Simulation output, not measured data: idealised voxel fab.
Process module, titled voxel capacitor over wiring
The width of the displayed cross-section, cut, is 295 nm; its cells are square, with a size of 5 nm.
Bands, listed from the top down, are how a cross-section gets written in this document; the cross-section itself is a grid of square cells, and a band is one or more rows of them. First you get the band's top height and its bottom height, in nm, and then the materials it's made of, left to right, with each width in nm. If you see a single material with "everywhere", that one covers the band edge to edge. "empty" is empty space. For the purposes of this specification, 0 denotes the height below which the wafer in its as-received condition is composed wholly of one material, and the lowermost band, lacking a lower limit, extends downward without end, as expressed in "0 -> down". A two-number width, for instance "30 to 40", indicates that the width is equal to the first number in the top row of the band and to the second number in the bottom row, and that it changes by a constant amount per row of cells. "nothing changed" after a step means that no cell of the cross-section changed. "Sealed internal voids" lists enclosed empty spaces (at least 8 cells, no open path upward to the top), each as width x height at distance from the left edge, in nm. Where a step's line continues beyond its settings, the continuation is a remark by the simulator itself on that step. overlay nm: mask right of planned place by this much (step with mask). Neg. = left.
THIS SECTION LISTS THE PROCESS STEPS THAT WERE PLANNED
1,RECEIVE with material Si
2,CONFORMAL_DEP with material SiO2, thk nm 15
3,CONFORMAL_DEP with material SiCN, thk nm 5
4,DIRECTIONAL_DEP with material lowk, thk nm 15
5,DIRECTIONAL_DEP with material aC, thk nm 10
6,PATTERN with tone open, mask id METAL_1, material resist, width nm 20, pitch nm 85, thk nm 30, overlay nm 0
7,DIRECTIONAL_ETCH with etch materials aC, depth nm 10
8,STRIP with etch materials resist
9,DIRECTIONAL_ETCH with etch materials lowk, depth nm 15
10,DIRECTIONAL_ETCH with etch materials SiCN, depth nm 5
11,STRIP with etch materials aC
12,CONFORMAL_DEP with material TiN, thk nm 5
13,FILL_DEP with material Cu, thk nm 10
14,CMP with height nm 35
15,CONFORMAL_DEP with material SiCN, thk nm 5
16,DIRECTIONAL_DEP with material SiO2, thk nm 20
17,PATTERN with tone open, mask id PLUG_1, material resist, width nm 15, thk nm 20, overlay nm 0
18,DIRECTIONAL_ETCH with etch materials SiO2, depth nm 20
19,DIRECTIONAL_ETCH with etch materials SiCN, depth nm 5
20,STRIP with etch materials resist
21,EPI with material Ru, thk nm 10
22,EPI with material Ru, thk nm 10
23,EPI with material Ru, thk nm 5
24,DIRECTIONAL_DEP with material TiN, thk nm 5
25,DIRECTIONAL_DEP with material HfO2, thk nm 5
26,DIRECTIONAL_DEP with material TiN, thk nm 5
27,DIRECTIONAL_DEP with material aC, thk nm 15
28,PATTERN with tone cover, mask id UPPER_PLATE, material resist, width nm 70, thk nm 35, overlay nm 0
29,DIRECTIONAL_ETCH with etch materials aC, depth nm 15
30,STRIP with etch materials resist
31,DIRECTIONAL_ETCH with etch materials TiN, depth nm 5
32,DIRECTIONAL_ETCH with etch materials HfO2, depth nm 5
33,STRIP with etch materials aC
34,DIRECTIONAL_DEP with material aC, thk nm 15
35,PATTERN with tone cover, mask id LOWER_PLATE, material resist, width nm 80, thk nm 35, overlay nm 0
36,DIRECTIONAL_ETCH with etch materials aC, depth nm 15
37,STRIP with etch materials resist
38,DIRECTIONAL_ETCH with etch materials TiN, depth nm 5
39,STRIP with etch materials aC
40,FILL_DEP with material SiO2, thk nm 20
41,CMP with height nm 90
42,DIRECTIONAL_DEP with material aC, thk nm 15
43,PATTERN with tone open, mask id PLUG_2, material resist, width nm 15, thk nm 35, overlay nm 0
44,DIRECTIONAL_ETCH with etch materials aC, depth nm 15
45,STRIP with etch materials resist
46,DIRECTIONAL_ETCH with etch materials SiO2, depth nm 15
47,STRIP with etch materials aC
48,CONFORMAL_DEP with material TiN, thk nm 5
49,FILL_DEP with material Cu, thk nm 10
50,CMP with height nm 90
51,CONFORMAL_DEP with material SiCN, thk nm 5
BELOW: THE FIRST OF TWO WAFERS, RUN AS PLANNED
AS-RECEIVED STATE OF THE WAFER IN CROSS-SECTION, EQUIVALENT TO POST-STEP 1
	0 -> down | Si everywhere
	Sealed internal voids: none
STATE OF THE WAFER AFTER STEP 2, SHOWN IN CROSS-SECTION
	15 -> 0 | SiO2 everywhere
	Rest of section, below 0: as before.
STATE OF THE WAFER AFTER STEP 3, SHOWN IN CROSS-SECTION
	20 -> 15 | SiCN everywhere
	Rest of section, below 15: as before.
STATE OF THE WAFER AFTER STEP 4, SHOWN IN CROSS-SECTION
	35 -> 20 | lowk everywhere
	Rest of section, below 20: as before.
STATE OF THE WAFER AFTER STEP 5, SHOWN IN CROSS-SECTION
	45 -> 35 | aC everywhere
	Rest of section, below 35: as before.
STATE OF THE WAFER AFTER STEP 6, SHOWN IN CROSS-SECTION
	75 -> 45 | resist: 95 | empty: 20 | resist: 65 | empty: 20 | resist: 95
	Rest of section, below 45: as before.
STATE OF THE WAFER AFTER STEP 7, SHOWN IN CROSS-SECTION
	65 -> 45 | resist: 95 | empty: 20 | resist: 65 | empty: 20 | resist: 95
	45 -> 35 | aC: 95 | empty: 20 | aC: 65 | empty: 20 | aC: 95
	Rest of section, below 35: as before.
STATE OF THE WAFER AFTER STEP 8, SHOWN IN CROSS-SECTION
	45 -> 35 | aC: 95 | empty: 20 | aC: 65 | empty: 20 | aC: 95
	Rest of section, below 35: as before.
STATE OF THE WAFER AFTER STEP 9, SHOWN IN CROSS-SECTION
	45 -> 35 | aC: 95 | empty: 20 | aC: 65 | empty: 20 | aC: 95
	35 -> 20 | lowk: 95 | empty: 20 | lowk: 65 | empty: 20 | lowk: 95
	Rest of section, below 20: as before.
STATE OF THE WAFER AFTER STEP 10, SHOWN IN CROSS-SECTION
	45 -> 35 | aC: 95 | empty: 20 | aC: 65 | empty: 20 | aC: 95
	35 -> 20 | lowk: 95 | empty: 20 | lowk: 65 | empty: 20 | lowk: 95
	20 -> 15 | SiCN: 95 | empty: 20 | SiCN: 65 | empty: 20 | SiCN: 95
	Rest of section, below 15: as before.
STATE OF THE WAFER AFTER STEP 11, SHOWN IN CROSS-SECTION
	35 -> 20 | lowk: 95 | empty: 20 | lowk: 65 | empty: 20 | lowk: 95
	Rest of section, below 20: as before.
STATE OF THE WAFER AFTER STEP 12, SHOWN IN CROSS-SECTION
	40 -> 35 | TiN: 100 | empty: 10 | TiN: 75 | empty: 10 | TiN: 100
	35 -> 20 | lowk: 95 | TiN: 5 | empty: 10 | TiN: 5 | lowk: 65 | TiN: 5 | empty: 10 | TiN: 5 | lowk: 95
	20 -> 15 | SiCN: 95 | TiN: 20 | SiCN: 65 | TiN: 20 | SiCN: 95
	Rest of section, below 15: as before.
STATE OF THE WAFER AFTER STEP 13, SHOWN IN CROSS-SECTION
	50 -> 40 | Cu everywhere
	40 -> 35 | TiN: 100 | Cu: 10 | TiN: 75 | Cu: 10 | TiN: 100
	35 -> 20 | lowk: 95 | TiN: 5 | Cu: 10 | TiN: 5 | lowk: 65 | TiN: 5 | Cu: 10 | TiN: 5 | lowk: 95
	Rest of section, below 20: as before.
STATE OF THE WAFER AFTER STEP 14, SHOWN IN CROSS-SECTION
	35 -> 20 | lowk: 95 | TiN: 5 | Cu: 10 | TiN: 5 | lowk: 65 | TiN: 5 | Cu: 10 | TiN: 5 | lowk: 95
	Rest of section, below 20: as before.
STATE OF THE WAFER AFTER STEP 15, SHOWN IN CROSS-SECTION
	40 -> 35 | SiCN everywhere
	Rest of section, below 35: as before.
STATE OF THE WAFER AFTER STEP 16, SHOWN IN CROSS-SECTION
	60 -> 40 | SiO2 everywhere
	Rest of section, below 40: as before.
STATE OF THE WAFER AFTER STEP 17, SHOWN IN CROSS-SECTION
	80 -> 60 | resist: 100 | empty: 15 | resist: 180
	Rest of section, below 60: as before.
STATE OF THE WAFER AFTER STEP 18, SHOWN IN CROSS-SECTION
	80 -> 60 | resist: 100 | empty: 15 | resist: 180
	60 -> 40 | SiO2: 100 | empty: 15 | SiO2: 180
	Rest of section, below 40: as before.
STATE OF THE WAFER AFTER STEP 19, SHOWN IN CROSS-SECTION
	80 -> 60 | resist: 100 | empty: 15 | resist: 180
	60 -> 40 | SiO2: 100 | empty: 15 | SiO2: 180
	40 -> 35 | SiCN: 100 | empty: 15 | SiCN: 180
	Rest of section, below 35: as before.
STATE OF THE WAFER AFTER STEP 20, SHOWN IN CROSS-SECTION
	60 -> 40 | SiO2: 100 | empty: 15 | SiO2: 180
	Rest of section, below 40: as before.
STATE OF THE WAFER AFTER STEP 21, SHOWN IN CROSS-SECTION
	60 -> 45 | SiO2: 100 | empty: 15 | SiO2: 180
	45 -> 40 | SiO2: 100 | Ru: 15 | SiO2: 180
	40 -> 35 | SiCN: 100 | Ru: 15 | SiCN: 180
	Rest of section, below 35: as before.
STATE OF THE WAFER AFTER STEP 22, SHOWN IN CROSS-SECTION
	60 -> 55 | SiO2: 100 | empty: 15 | SiO2: 180
	55 -> 40 | SiO2: 100 | Ru: 15 | SiO2: 180
	Rest of section, below 40: as before.
STATE OF THE WAFER AFTER STEP 23, SHOWN IN CROSS-SECTION
	60 -> 40 | SiO2: 100 | Ru: 15 | SiO2: 180
	Rest of section, below 40: as before.
STATE OF THE WAFER AFTER STEP 24, SHOWN IN CROSS-SECTION
	65 -> 60 | TiN everywhere
	Rest of section, below 60: as before.
STATE OF THE WAFER AFTER STEP 25, SHOWN IN CROSS-SECTION
	70 -> 65 | HfO2 everywhere
	Rest of section, below 65: as before.
STATE OF THE WAFER AFTER STEP 26, SHOWN IN CROSS-SECTION
	75 -> 70 | TiN everywhere
	Rest of section, below 70: as before.
STATE OF THE WAFER AFTER STEP 27, SHOWN IN CROSS-SECTION
	90 -> 75 | aC everywhere
	Rest of section, below 75: as before.
STATE OF THE WAFER AFTER STEP 28, SHOWN IN CROSS-SECTION
	125 -> 90 | empty: 100 | resist: 70 | empty: 125
	Rest of section, below 90: as before.
STATE OF THE WAFER AFTER STEP 29, SHOWN IN CROSS-SECTION
	110 -> 90 | empty: 100 | resist: 70 | empty: 125
	90 -> 75 | empty: 100 | aC: 70 | empty: 125
	Rest of section, below 75: as before.
STATE OF THE WAFER AFTER STEP 30, SHOWN IN CROSS-SECTION
	90 -> 75 | empty: 100 | aC: 70 | empty: 125
	Rest of section, below 75: as before.
STATE OF THE WAFER AFTER STEP 31, SHOWN IN CROSS-SECTION
	90 -> 75 | empty: 100 | aC: 70 | empty: 125
	75 -> 70 | empty: 100 | TiN: 70 | empty: 125
	Rest of section, below 70: as before.
STATE OF THE WAFER AFTER STEP 32, SHOWN IN CROSS-SECTION
	90 -> 75 | empty: 100 | aC: 70 | empty: 125
	75 -> 70 | empty: 100 | TiN: 70 | empty: 125
	70 -> 65 | empty: 100 | HfO2: 70 | empty: 125
	Rest of section, below 65: as before.
STATE OF THE WAFER AFTER STEP 33, SHOWN IN CROSS-SECTION
	75 -> 70 | empty: 100 | TiN: 70 | empty: 125
	Rest of section, below 70: as before.
STATE OF THE WAFER AFTER STEP 34, SHOWN IN CROSS-SECTION
	90 -> 80 | empty: 100 | aC: 70 | empty: 125
	80 -> 75 | aC everywhere
	75 -> 70 | aC: 100 | TiN: 70 | aC: 125
	70 -> 65 | aC: 100 | HfO2: 70 | aC: 125
	Rest of section, below 65: as before.
STATE OF THE WAFER AFTER STEP 35, SHOWN IN CROSS-SECTION
	125 -> 90 | empty: 95 | resist: 80 | empty: 120
	90 -> 80 | empty: 95 | resist: 5 | aC: 70 | resist: 5 | empty: 120
	Rest of section, below 80: as before.
STATE OF THE WAFER AFTER STEP 36, SHOWN IN CROSS-SECTION
	110 -> 90 | empty: 95 | resist: 80 | empty: 120
	90 -> 80 | empty: 95 | resist: 5 | aC: 70 | resist: 5 | empty: 120
	80 -> 75 | empty: 95 | aC: 80 | empty: 120
	75 -> 70 | empty: 95 | aC: 5 | TiN: 70 | aC: 5 | empty: 120
	70 -> 65 | empty: 95 | aC: 5 | HfO2: 70 | aC: 5 | empty: 120
	Rest of section, below 65: as before.
STATE OF THE WAFER AFTER STEP 37, SHOWN IN CROSS-SECTION
	90 -> 80 | empty: 100 | aC: 70 | empty: 125
	Rest of section, below 80: as before.
STATE OF THE WAFER AFTER STEP 38, SHOWN IN CROSS-SECTION
	90 -> 80 | empty: 100 | aC: 70 | empty: 125
	80 -> 75 | empty: 95 | aC: 80 | empty: 120
	75 -> 70 | empty: 95 | aC: 5 | TiN: 70 | aC: 5 | empty: 120
	70 -> 65 | empty: 95 | aC: 5 | HfO2: 70 | aC: 5 | empty: 120
	65 -> 60 | empty: 95 | TiN: 80 | empty: 120
	Rest of section, below 60: as before.
STATE OF THE WAFER AFTER STEP 39, SHOWN IN CROSS-SECTION
	75 -> 70 | empty: 100 | TiN: 70 | empty: 125
	70 -> 65 | empty: 100 | HfO2: 70 | empty: 125
	Rest of section, below 65: as before.
STATE OF THE WAFER AFTER STEP 40, SHOWN IN CROSS-SECTION
	95 -> 75 | SiO2 everywhere
	75 -> 70 | SiO2: 100 | TiN: 70 | SiO2: 125
	70 -> 65 | SiO2: 100 | HfO2: 70 | SiO2: 125
	65 -> 60 | SiO2: 95 | TiN: 80 | SiO2: 120
	Rest of section, below 60: as before.
STATE OF THE WAFER AFTER STEP 41, SHOWN IN CROSS-SECTION
	90 -> 75 | SiO2 everywhere
	Rest of section, below 75: as before.
STATE OF THE WAFER AFTER STEP 42, SHOWN IN CROSS-SECTION
	105 -> 90 | aC everywhere
	Rest of section, below 90: as before.
STATE OF THE WAFER AFTER STEP 43, SHOWN IN CROSS-SECTION
	140 -> 105 | resist: 110 | empty: 15 | resist: 170
	Rest of section, below 105: as before.
STATE OF THE WAFER AFTER STEP 44, SHOWN IN CROSS-SECTION
	125 -> 105 | resist: 110 | empty: 15 | resist: 170
	105 -> 90 | aC: 110 | empty: 15 | aC: 170
	Rest of section, below 90: as before.
STATE OF THE WAFER AFTER STEP 45, SHOWN IN CROSS-SECTION
	105 -> 90 | aC: 110 | empty: 15 | aC: 170
	Rest of section, below 90: as before.
STATE OF THE WAFER AFTER STEP 46, SHOWN IN CROSS-SECTION
	105 -> 90 | aC: 110 | empty: 15 | aC: 170
	90 -> 75 | SiO2: 110 | empty: 15 | SiO2: 170
	Rest of section, below 75: as before.
STATE OF THE WAFER AFTER STEP 47, SHOWN IN CROSS-SECTION
	90 -> 75 | SiO2: 110 | empty: 15 | SiO2: 170
	Rest of section, below 75: as before.
STATE OF THE WAFER AFTER STEP 48, SHOWN IN CROSS-SECTION
	95 -> 90 | TiN: 115 | empty: 5 | TiN: 175
	90 -> 80 | SiO2: 110 | TiN: 5 | empty: 5 | TiN: 5 | SiO2: 170
	80 -> 70 | SiO2: 110 to 100 | TiN: 15 to 70 | SiO2: 170 to 125
	Rest of section, below 70: as before.
STATE OF THE WAFER AFTER STEP 49, SHOWN IN CROSS-SECTION
	105 -> 95 | Cu everywhere
	95 -> 90 | TiN: 115 | Cu: 5 | TiN: 175
	90 -> 80 | SiO2: 110 | TiN: 5 | Cu: 5 | TiN: 5 | SiO2: 170
	Rest of section, below 80: as before.
STATE OF THE WAFER AFTER STEP 50, SHOWN IN CROSS-SECTION
	90 -> 80 | SiO2: 110 | TiN: 5 | Cu: 5 | TiN: 5 | SiO2: 170
	Rest of section, below 80: as before.
STATE OF THE WAFER AFTER STEP 51, SHOWN IN CROSS-SECTION
	95 -> 90 | SiCN everywhere
	Rest of section, below 90: as before.
FOR THE SECOND WAFER, TAKE THE FIRST WAFER'S START AND PLAN, THEN ADD ONE MISTAKE MADE IN RUNNING IT; EVERYTHING THROUGH STEP 15, THAT STEP INCLUDED, IS SHARED WITH THE FIRST
CROSS-SECTION OF THE SECOND WAFER AT THE TIME STEP 16 OF THE PLAN SHOULD HAVE ENDED
	80 -> 40 | SiO2 everywhere
	Rest of section, below 40: as before.
CROSS-SECTION OF THE SECOND WAFER AT THE TIME STEP 17 OF THE PLAN SHOULD HAVE ENDED
	100 -> 80 | resist: 100 | empty: 15 | resist: 180
	Rest of section, below 80: as before.
CROSS-SECTION OF THE SECOND WAFER AT THE TIME STEP 18 OF THE PLAN SHOULD HAVE ENDED
	100 -> 80 | resist: 100 | empty: 15 | resist: 180
	80 -> 60 | SiO2: 100 | empty: 15 | SiO2: 180
	Rest of section, below 60: as before.
Cross-section of the second wafer at the time step 19 of the plan should have ended: nothing changed
CROSS-SECTION OF THE SECOND WAFER AT THE TIME STEP 20 OF THE PLAN SHOULD HAVE ENDED
	80 -> 60 | SiO2: 100 | empty: 15 | SiO2: 180
	Rest of section, below 60: as before.
Cross-section of the second wafer at the time step 21 of the plan should have ended: nothing changed
Cross-section of the second wafer at the time step 22 of the plan should have ended: nothing changed
Cross-section of the second wafer at the time step 23 of the plan should have ended: nothing changed
CROSS-SECTION OF THE SECOND WAFER AT THE TIME STEP 24 OF THE PLAN SHOULD HAVE ENDED
	85 -> 80 | TiN: 100 | empty: 15 | TiN: 180
	80 -> 65 | SiO2: 100 | empty: 15 | SiO2: 180
	65 -> 60 | SiO2: 100 | TiN: 15 | SiO2: 180
	Rest of section, below 60: as before.
CROSS-SECTION OF THE SECOND WAFER AT THE TIME STEP 25 OF THE PLAN SHOULD HAVE ENDED
	90 -> 85 | HfO2: 100 | empty: 15 | HfO2: 180
	85 -> 80 | TiN: 100 | empty: 15 | TiN: 180
	80 -> 70 | SiO2: 100 | empty: 15 | SiO2: 180
	70 -> 65 | SiO2: 100 | HfO2: 15 | SiO2: 180
	Rest of section, below 65: as before.
CROSS-SECTION OF THE SECOND WAFER AT THE TIME STEP 26 OF THE PLAN SHOULD HAVE ENDED
	95 -> 90 | TiN: 100 | empty: 15 | TiN: 180
	90 -> 85 | HfO2: 100 | empty: 15 | HfO2: 180
	85 -> 80 | TiN: 100 | empty: 15 | TiN: 180
	80 -> 75 | SiO2: 100 | empty: 15 | SiO2: 180
	75 -> 70 | SiO2: 100 | TiN: 15 | SiO2: 180
	Rest of section, below 70: as before.
CROSS-SECTION OF THE SECOND WAFER AT THE TIME STEP 27 OF THE PLAN SHOULD HAVE ENDED
	110 -> 95 | aC: 100 | empty: 15 | aC: 180
	95 -> 90 | TiN: 100 | empty: 15 | TiN: 180
	90 -> 85 | HfO2: 100 | aC: 15 | HfO2: 180
	85 -> 80 | TiN: 100 | aC: 15 | TiN: 180
	80 -> 75 | SiO2: 100 | aC: 15 | SiO2: 180
	Rest of section, below 75: as before.
CROSS-SECTION OF THE SECOND WAFER AT THE TIME STEP 28 OF THE PLAN SHOULD HAVE ENDED
	145 -> 110 | empty: 100 | resist: 70 | empty: 125
	110 -> 95 | aC: 100 | resist: 15 | aC: 180
	95 -> 90 | TiN: 100 | resist: 15 | TiN: 180
	Rest of section, below 90: as before.
CROSS-SECTION OF THE SECOND WAFER AT THE TIME STEP 29 OF THE PLAN SHOULD HAVE ENDED
	130 -> 110 | empty: 100 | resist: 70 | empty: 125
	110 -> 95 | empty: 100 | resist: 15 | aC: 55 | empty: 125
	Rest of section, below 95: as before.
CROSS-SECTION OF THE SECOND WAFER AT THE TIME STEP 30 OF THE PLAN SHOULD HAVE ENDED
	110 -> 95 | empty: 115 | aC: 55 | empty: 125
	95 -> 90 | TiN: 100 | empty: 15 | TiN: 180
	Rest of section, below 90: as before.
CROSS-SECTION OF THE SECOND WAFER AT THE TIME STEP 31 OF THE PLAN SHOULD HAVE ENDED
	110 -> 95 | empty: 115 | aC: 55 | empty: 125
	95 -> 90 | empty: 115 | TiN: 55 | empty: 125
	Rest of section, below 90: as before.
CROSS-SECTION OF THE SECOND WAFER AT THE TIME STEP 32 OF THE PLAN SHOULD HAVE ENDED
	110 -> 95 | empty: 115 | aC: 55 | empty: 125
	95 -> 90 | empty: 115 | TiN: 55 | empty: 125
	90 -> 85 | empty: 100 | aC: 15 | HfO2: 55 | empty: 125
	Rest of section, below 85: as before.
CROSS-SECTION OF THE SECOND WAFER AT THE TIME STEP 33 OF THE PLAN SHOULD HAVE ENDED
	95 -> 90 | empty: 115 | TiN: 55 | empty: 125
	90 -> 85 | empty: 115 | HfO2: 55 | empty: 125
	85 -> 80 | TiN: 100 | empty: 15 | TiN: 180
	80 -> 75 | SiO2: 100 | empty: 15 | SiO2: 180
	Rest of section, below 75: as before.
CROSS-SECTION OF THE SECOND WAFER AT THE TIME STEP 34 OF THE PLAN SHOULD HAVE ENDED
	110 -> 100 | empty: 115 | aC: 55 | empty: 125
	100 -> 95 | aC: 100 | empty: 15 | aC: 180
	95 -> 90 | aC: 100 | empty: 15 | TiN: 55 | aC: 125
	90 -> 85 | aC: 115 | HfO2: 55 | aC: 125
	85 -> 80 | TiN: 100 | aC: 15 | TiN: 180
	80 -> 75 | SiO2: 100 | aC: 15 | SiO2: 180
	Rest of section, below 75: as before.
CROSS-SECTION OF THE SECOND WAFER AT THE TIME STEP 35 OF THE PLAN SHOULD HAVE ENDED
	145 -> 110 | empty: 95 | resist: 80 | empty: 120
	110 -> 100 | empty: 95 | resist: 20 | aC: 55 | resist: 5 | empty: 120
	100 -> 95 | aC: 100 | resist: 15 | aC: 180
	95 -> 90 | aC: 100 | resist: 15 | TiN: 55 | aC: 125
	Rest of section, below 90: as before.
CROSS-SECTION OF THE SECOND WAFER AT THE TIME STEP 36 OF THE PLAN SHOULD HAVE ENDED
	130 -> 110 | empty: 95 | resist: 80 | empty: 120
	110 -> 100 | empty: 95 | resist: 20 | aC: 55 | resist: 5 | empty: 120
	100 -> 95 | empty: 95 | aC: 5 | resist: 15 | aC: 60 | empty: 120
	95 -> 90 | empty: 95 | aC: 5 | resist: 15 | TiN: 55 | aC: 5 | empty: 120
	90 -> 85 | empty: 95 | aC: 20 | HfO2: 55 | aC: 5 | empty: 120
	Rest of section, below 85: as before.
CROSS-SECTION OF THE SECOND WAFER AT THE TIME STEP 37 OF THE PLAN SHOULD HAVE ENDED
	110 -> 100 | empty: 115 | aC: 55 | empty: 125
	100 -> 95 | empty: 95 | aC: 5 | empty: 15 | aC: 60 | empty: 120
	95 -> 90 | empty: 95 | aC: 5 | empty: 15 | TiN: 55 | aC: 5 | empty: 120
	Rest of section, below 90: as before.
CROSS-SECTION OF THE SECOND WAFER AT THE TIME STEP 38 OF THE PLAN SHOULD HAVE ENDED
	110 -> 100 | empty: 115 | aC: 55 | empty: 125
	100 -> 95 | empty: 95 | aC: 5 | empty: 15 | aC: 60 | empty: 120
	95 -> 90 | empty: 95 | aC: 5 | empty: 15 | TiN: 55 | aC: 5 | empty: 120
	90 -> 85 | empty: 95 | aC: 20 | HfO2: 55 | aC: 5 | empty: 120
	85 -> 80 | empty: 95 | TiN: 5 | aC: 15 | TiN: 60 | empty: 120
	Rest of section, below 80: as before.
CROSS-SECTION OF THE SECOND WAFER AT THE TIME STEP 39 OF THE PLAN SHOULD HAVE ENDED
	95 -> 90 | empty: 115 | TiN: 55 | empty: 125
	90 -> 85 | empty: 115 | HfO2: 55 | empty: 125
	85 -> 80 | empty: 95 | TiN: 5 | empty: 15 | TiN: 60 | empty: 120
	80 -> 75 | SiO2: 100 | empty: 15 | SiO2: 180
	Rest of section, below 75: as before.
CROSS-SECTION OF THE SECOND WAFER AT THE TIME STEP 40 OF THE PLAN SHOULD HAVE ENDED
	115 -> 95 | SiO2 everywhere
	95 -> 90 | SiO2: 115 | TiN: 55 | SiO2: 125
	90 -> 85 | SiO2: 115 | HfO2: 55 | SiO2: 125
	85 -> 80 | SiO2: 95 | TiN: 5 | SiO2: 15 | TiN: 60 | SiO2: 120
	80 -> 75 | SiO2 everywhere
	Rest of section, below 75: as before.
CROSS-SECTION OF THE SECOND WAFER AT THE TIME STEP 41 OF THE PLAN SHOULD HAVE ENDED
	90 -> 85 | SiO2: 115 | HfO2: 55 | SiO2: 125
	Rest of section, below 85: as before.
CROSS-SECTION OF THE SECOND WAFER AT THE TIME STEP 42 OF THE PLAN SHOULD HAVE ENDED
	105 -> 90 | aC everywhere
	Rest of section, below 90: as before.
CROSS-SECTION OF THE SECOND WAFER AT THE TIME STEP 43 OF THE PLAN SHOULD HAVE ENDED
	140 -> 105 | resist: 110 | empty: 15 | resist: 170
	Rest of section, below 105: as before.
CROSS-SECTION OF THE SECOND WAFER AT THE TIME STEP 44 OF THE PLAN SHOULD HAVE ENDED
	125 -> 105 | resist: 110 | empty: 15 | resist: 170
	105 -> 90 | aC: 110 | empty: 15 | aC: 170
	Rest of section, below 90: as before.
CROSS-SECTION OF THE SECOND WAFER AT THE TIME STEP 45 OF THE PLAN SHOULD HAVE ENDED
	105 -> 90 | aC: 110 | empty: 15 | aC: 170
	Rest of section, below 90: as before.
CROSS-SECTION OF THE SECOND WAFER AT THE TIME STEP 46 OF THE PLAN SHOULD HAVE ENDED
	105 -> 90 | aC: 110 | empty: 15 | aC: 170
	90 -> 85 | SiO2: 110 | empty: 5 | HfO2: 55 | SiO2: 125
	85 -> 80 | SiO2: 95 | TiN: 5 | SiO2: 10 | empty: 5 | TiN: 60 | SiO2: 120
	80 -> 75 | SiO2: 110 | empty: 5 | SiO2: 180
	Rest of section, below 75: as before.
CROSS-SECTION OF THE SECOND WAFER AT THE TIME STEP 47 OF THE PLAN SHOULD HAVE ENDED
	90 -> 85 | SiO2: 110 | empty: 5 | HfO2: 55 | SiO2: 125
	Rest of section, below 85: as before.
CROSS-SECTION OF THE SECOND WAFER AT THE TIME STEP 48 OF THE PLAN SHOULD HAVE ENDED
	95 -> 90 | TiN everywhere
	90 -> 85 | SiO2: 110 | TiN: 5 | HfO2: 55 | SiO2: 125
	85 -> 80 | SiO2: 95 | TiN: 5 | SiO2: 10 | TiN: 65 | SiO2: 120
	80 -> 70 | SiO2: 110 to 100 | TiN: 5 to 15 | SiO2: 180
	Rest of section, below 70: as before.
CROSS-SECTION OF THE SECOND WAFER AT THE TIME STEP 49 OF THE PLAN SHOULD HAVE ENDED
	105 -> 95 | Cu everywhere
	Rest of section, below 95: as before.
CROSS-SECTION OF THE SECOND WAFER AT THE TIME STEP 50 OF THE PLAN SHOULD HAVE ENDED
	90 -> 85 | SiO2: 110 | TiN: 5 | HfO2: 55 | SiO2: 125
	Rest of section, below 85: as before.
CROSS-SECTION OF THE SECOND WAFER AT THE TIME STEP 51 OF THE PLAN SHOULD HAVE ENDED
	95 -> 90 | SiCN everywhere
	Rest of section, below 90: as before.
It is concluded that the wafer was processed incorrectly with respect to the plan, in that heads up, step 16 of the plan got done twice
The second wafer ends with more or fewer cells of some materials than the first, per final count: Cu -2, Ru -15, SiCN +3, SiO2 +29, TiN -15
